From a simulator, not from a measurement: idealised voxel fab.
process module | voxel gate over fins
cross-section cut | 290 nm wide | cells 5 nm
A cross-section is a grid of square cells, given in bands from the top down. A band is one or more rows of cells.
Each band's line starts with the height of the band's top and of its bottom, in nm. Then come its materials from left to right, each with its width in nm. One material with "throughout" fills the band from edge to edge. "air" is empty space.
Height 0 is the level under which the wafer as received is all one material. The lowest band goes on downwards, as in "0 down".
A width such as "30 to 40" changes by the same amount from each row of cells to the next, from the band's top row to its bottom row.
"no change" after a step means that no cell of the cross-section changed.
closed voids: empty space of 8 cells or more with no open way to the top, each as width x height at its distance from the left edge, in nm
after a step's settings: what the simulator itself notes on the step
overlay nm, on a step with a mask: how far to the right of its planned place the mask lay; to the left if negative
Each pair below shows a cross-section before one step and the cross-section after it, down to the lowest band that changed. The line under each pair gives the step between them, with its settings. The pairs can come from different runs of this module on the same starting wafer, so a pair continues from the pair above only where its "before" says so.
before
  5 to 0: TiAl throughout
  0 down: Si throughout
  closed voids: none
after
  25 to 5: air 100 | resist 15 | air 20 | resist 15 | air 20 | resist 15 | air 105
  below 5: unchanged
  closed voids: none
the step between: op PATTERN | tone cover | mask id FINS | material resist | width nm 15 | pitch nm 35 | thk nm 20 | overlay nm 0
before: the cross-section after the pair above
after
  5 to 0: TiAl throughout
  below 0: unchanged
  closed voids: none
the step between: op STRIP | etch materials resist
before: the cross-section after the pair above
after
  10 to 5: SiO2 throughout
  below 5: unchanged
  closed voids: none
the step between: op FILL_DEP | material SiO2 | thk nm 5
before: the cross-section after the pair above
after
  5 to 0: TiAl throughout
  below 0: unchanged
  closed voids: none
the step between: op CMP | height nm 5
before: the cross-section after the pair above
after
  10 to 5: HfO2 throughout
  below 5: unchanged
  closed voids: none
the step between: op CONFORMAL_DEP | material HfO2 | thk nm 5
before: the cross-section after the pair above
after
  15 to 10: TiN throughout
  below 10: unchanged
  closed voids: none
the step between: op CONFORMAL_DEP | material TiN | thk nm 5
before: the cross-section after the pair above
after
  20 to 15: TiAl throughout
  below 15: unchanged
  closed voids: none
the step between: op CONFORMAL_DEP | material TiAl | thk nm 5
before: the cross-section after the pair above
after
  25 to 20: TiN throughout
  below 20: unchanged
  closed voids: none
the step between: op CONFORMAL_DEP | material TiN | thk nm 5
before: the cross-section after the pair above
after
  35 to 25: W throughout
  below 25: unchanged
  closed voids: none
the step between: op FILL_DEP | material W | thk nm 10
before: the cross-section after the pair above
after
  25 to 20: TiN throughout
  below 20: unchanged
  closed voids: none
the step between: op CMP | height nm 25
before: the cross-section after the pair above
after
  30 to 25: SiCN throughout
  below 25: unchanged
  closed voids: none
the step between: op CONFORMAL_DEP | material SiCN | thk nm 5
before
  5 to 0: SiN throughout
  0 down: Si throughout
  closed voids: none
after
  25 to 5: resist 100 | air 15 | resist 20 | air 15 | resist 20 | air 15 | resist 105
  below 5: unchanged
  closed voids: none
the step between: op PATTERN | tone open | mask id FINS | material resist | width nm 15 | pitch nm 35 | thk nm 20 | overlay nm 0
before: the cross-section after the pair above
after
  25 to 5: resist 100 | air 15 | resist 20 | air 15 | resist 20 | air 15 | resist 105
  5 to 0: SiN 100 | air 15 | SiN 20 | air 15 | SiN 20 | air 15 | SiN 105
  below 0: unchanged
  closed voids: none
the step between: op DIRECTIONAL_ETCH | etch materials SiN | depth nm 5
before: the cross-section after the pair above
after
  25 to 5: resist 100 | air 15 | resist 20 | air 15 | resist 20 | air 15 | resist 105
  5 to 0: SiN 100 | air 15 | SiN 20 | air 15 | SiN 20 | air 15 | SiN 105
  0 to -35: Si 100 | air 15 | Si 20 | air 15 | Si 20 | air 15 | Si 105
  below -35: unchanged
  closed voids: none
the step between: op DIRECTIONAL_ETCH | etch materials Si | depth nm 35
before: the cross-section after the pair above
after
  5 to 0: SiN 100 | air 15 | SiN 20 | air 15 | SiN 20 | air 15 | SiN 105
  below 0: unchanged
  closed voids: none
the step between: op STRIP | etch materials resist
before: the cross-section after the pair above
after
  10 to 5: SiO2 throughout
  5 to 0: SiN 100 | SiO2 15 | SiN 20 | SiO2 15 | SiN 20 | SiO2 15 | SiN 105
  0 to -35: Si 100 | SiO2 15 | Si 20 | SiO2 15 | Si 20 | SiO2 15 | Si 105
  below -35: unchanged
  closed voids: none
the step between: op FILL_DEP | material SiO2 | thk nm 5
before: the cross-section after the pair above
after
  5 to 0: SiN 100 | SiO2 15 | SiN 20 | SiO2 15 | SiN 20 | SiO2 15 | SiN 105
  below 0: unchanged
  closed voids: none
the step between: op CMP | height nm 5
before: the cross-section after the pair above
after
  5 to 0: SiN 100 | air 15 | SiN 20 | air 15 | SiN 20 | air 15 | SiN 105
  0 to -15: Si 100 | air 15 | Si 20 | air 15 | Si 20 | air 15 | Si 105
  below -15: unchanged
  closed voids: none
the step between: op SELECTIVE_ETCH | etch materials SiO2 | depth nm 20
before: the cross-section after the pair above
after
  0 to -15: Si 100 | air 15 | Si 20 | air 15 | Si 20 | air 15 | Si 105
  below -15: unchanged
  closed voids: none
the step between: op STRIP | etch materials SiN
before: the cross-section after the pair above
after
  5 to 0: HfO2 105 | air 5 | HfO2 30 | air 5 | HfO2 30 | air 5 | HfO2 110
  0 to -10: Si 100 | HfO2 5 | air 5 | HfO2 5 | Si 20 | HfO2 5 | air 5 | HfO2 5 | Si 20 | HfO2 5 | air 5 | HfO2 5 | Si 105
  -10 to -15: Si 100 | HfO2 15 | Si 20 | HfO2 15 | Si 20 | HfO2 15 | Si 105
  below -15: unchanged
  closed voids: none
the step between: op CONFORMAL_DEP | material HfO2 | thk nm 5
before: the cross-section after the pair above
after
  10 to 5: TiN throughout
  5 to 0: HfO2 105 | TiN 5 | HfO2 30 | TiN 5 | HfO2 30 | TiN 5 | HfO2 110
  0 to -10: Si 100 | HfO2 5 | TiN 5 | HfO2 5 | Si 20 | HfO2 5 | TiN 5 | HfO2 5 | Si 20 | HfO2 5 | TiN 5 | HfO2 5 | Si 105
  below -10: unchanged
  closed voids: none
the step between: op CONFORMAL_DEP | material TiN | thk nm 5
before: the cross-section after the pair above
after
  15 to 10: TiAl throughout
  below 10: unchanged
  closed voids: none
the step between: op CONFORMAL_DEP | material TiAl | thk nm 5
before: the cross-section after the pair above
after
  20 to 15: TiN throughout
  below 15: unchanged
  closed voids: none
the step between: op CONFORMAL_DEP | material TiN | thk nm 5
before: the cross-section after the pair above
after
  30 to 20: W throughout
  below 20: unchanged
  closed voids: none
the step between: op FILL_DEP | material W | thk nm 10
before: the cross-section after the pair above
after
  25 to 20: W throughout
  below 20: unchanged
  closed voids: none
the step between: op CMP | height nm 25
before: the cross-section after the pair above
after
  30 to 25: SiCN throughout
  below 25: unchanged
  closed voids: none
the step between: op CONFORMAL_DEP | material SiCN | thk nm 5
